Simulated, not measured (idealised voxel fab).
The following process module bears the name voxel spacer lines.
190 nm wide, 5 nm square cells: that's cross-section cut.
Throughout this document, each cross-section is represented as a grid of square cells and is presented as a sequence of bands enumerated from the top downward, where a band comprises one or more rows of cells. Band: top height; bottom height; in nm. Then, left to right: material with width in nm, for each material. "everywhere": a single material spanning edge to edge. "air": empty space. Note: height 0 marks the level under which the wafer is uniformly one material as received. Lowest band unbounded below, written "0 nm and below". The notation "30->40" denotes a width that varies across the rows of cells in the band, beginning at the first number in the top row, finishing at the second number in the bottom row, and changing by an identical amount from each row to the next. A step reported as "no modifications" is a step in which no cell of the cross-section changed. "Enclosed voids": empty spaces of 8 cells or more with no open way to the top, each given as width x height at distance, distance from the left edge, all in nm. That trailing text on a step's line, after the settings, is the simulator's own remark on the step. What "overlay nm" on a step's line means: if the step has a mask, that mask lay this far to the right of its planned place, or, when the value is negative, to the left.
[Here's what the planned process steps look like]
1. RECEIVE | material Si
2. CONFORMAL_DEP | material Al2O3 | thk nm 5
3. DIRECTIONAL_DEP | material TiN | thk nm 15
4. DIRECTIONAL_DEP | material aC | thk nm 20
5. PATTERN | tone cover | mask id MANDREL | material resist | width nm 15 | pitch nm 50 | thk nm 30 | overlay nm 0
6. DIRECTIONAL_ETCH | etch materials aC | depth nm 20
7. STRIP | etch materials resist
8. CONFORMAL_DEP | material SiN | thk nm 10
9. DIRECTIONAL_ETCH | etch materials SiN | depth nm 10
10. STRIP | etch materials aC
11. DIRECTIONAL_ETCH | etch materials TiN | depth nm 15
12. STRIP | etch materials SiN
[First wafer out of two, processed as planned]
[Wafer cross-section on receipt, i.e. after step 1]
0 nm and below | Si everywhere
Enclosed voids: none
[after step 2]
5 nm to 0 nm | Al2O3 everywhere
Anything lower than 0 is untouched.
[after step 3]
20 nm to 5 nm | TiN everywhere
Anything lower than 5 is untouched.
[after step 4]
40 nm to 20 nm | aC everywhere
Anything lower than 20 is untouched.
[after step 5]
70 nm to 40 nm | air=60; resist=15; air=35; resist=15; air=65
Anything lower than 40 is untouched.
[after step 6]
50 nm to 40 nm | air=60; resist=15; air=35; resist=15; air=65
40 nm to 20 nm | air=60; aC=15; air=35; aC=15; air=65
Anything lower than 20 is untouched.
[after step 7]
40 nm to 20 nm | air=60; aC=15; air=35; aC=15; air=65
Anything lower than 20 is untouched.
[after step 8]
50 nm to 40 nm | air=50; SiN=35; air=15; SiN=35; air=55
40 nm to 30 nm | air=50; SiN=10; aC=15; SiN=10; air=15; SiN=10; aC=15; SiN=10; air=55
30 nm to 20 nm | SiN=60; aC=15; SiN=35; aC=15; SiN=65
Anything lower than 20 is untouched.
[after step 9]
40 nm to 20 nm | air=50; SiN=10; aC=15; SiN=10; air=15; SiN=10; aC=15; SiN=10; air=55
Anything lower than 20 is untouched.
[after step 10]
40 nm to 20 nm | air=50; SiN=10; air=15; SiN=10; air=15; SiN=10; air=15; SiN=10; air=55
Anything lower than 20 is untouched.
[after step 11]
40 nm to 20 nm | air=50; SiN=10; air=15; SiN=10; air=15; SiN=10; air=15; SiN=10; air=55
20 nm to 5 nm | air=50; TiN=10; air=15; TiN=10; air=15; TiN=10; air=15; TiN=10; air=55
Anything lower than 5 is untouched.
[after step 12]
20 nm to 5 nm | air=50; TiN=10; air=15; TiN=10; air=15; TiN=10; air=15; TiN=10; air=55
Anything lower than 5 is untouched.
[Okay, second wafer. Nothing different at the start, nothing different in the plan, just one mistake somewhere in the running. As far as step 9, counting that step, it's the first wafer all over again]
[Second wafer at the planned finish of step 10, seen in cross-section]
40 nm to 20 nm | air=50; SiN=10; aC=15; SiN=10; air=15; SiN=10; aC=15; SiN=10; air=55
20 nm to 5 nm | air=50; TiN=35; air=15; TiN=35; air=55
Anything lower than 5 is untouched.
[Second wafer at the planned finish of step 11, seen in cross-section]
40 nm to 20 nm | air=50; SiN=10; air=15; SiN=10; air=15; SiN=10; air=15; SiN=10; air=55
Anything lower than 20 is untouched.
[Second wafer at the planned finish of step 12, seen in cross-section]
20 nm to 5 nm | air=50; TiN=35; air=15; TiN=35; air=55
Anything lower than 5 is untouched.
It is concluded that the wafer was processed incorrectly with respect to the plan, in that ran 10 and 11 in swapped order versus the plan
At the finish, the second wafer shows more or fewer cells for some materials than the first does: TiN +18
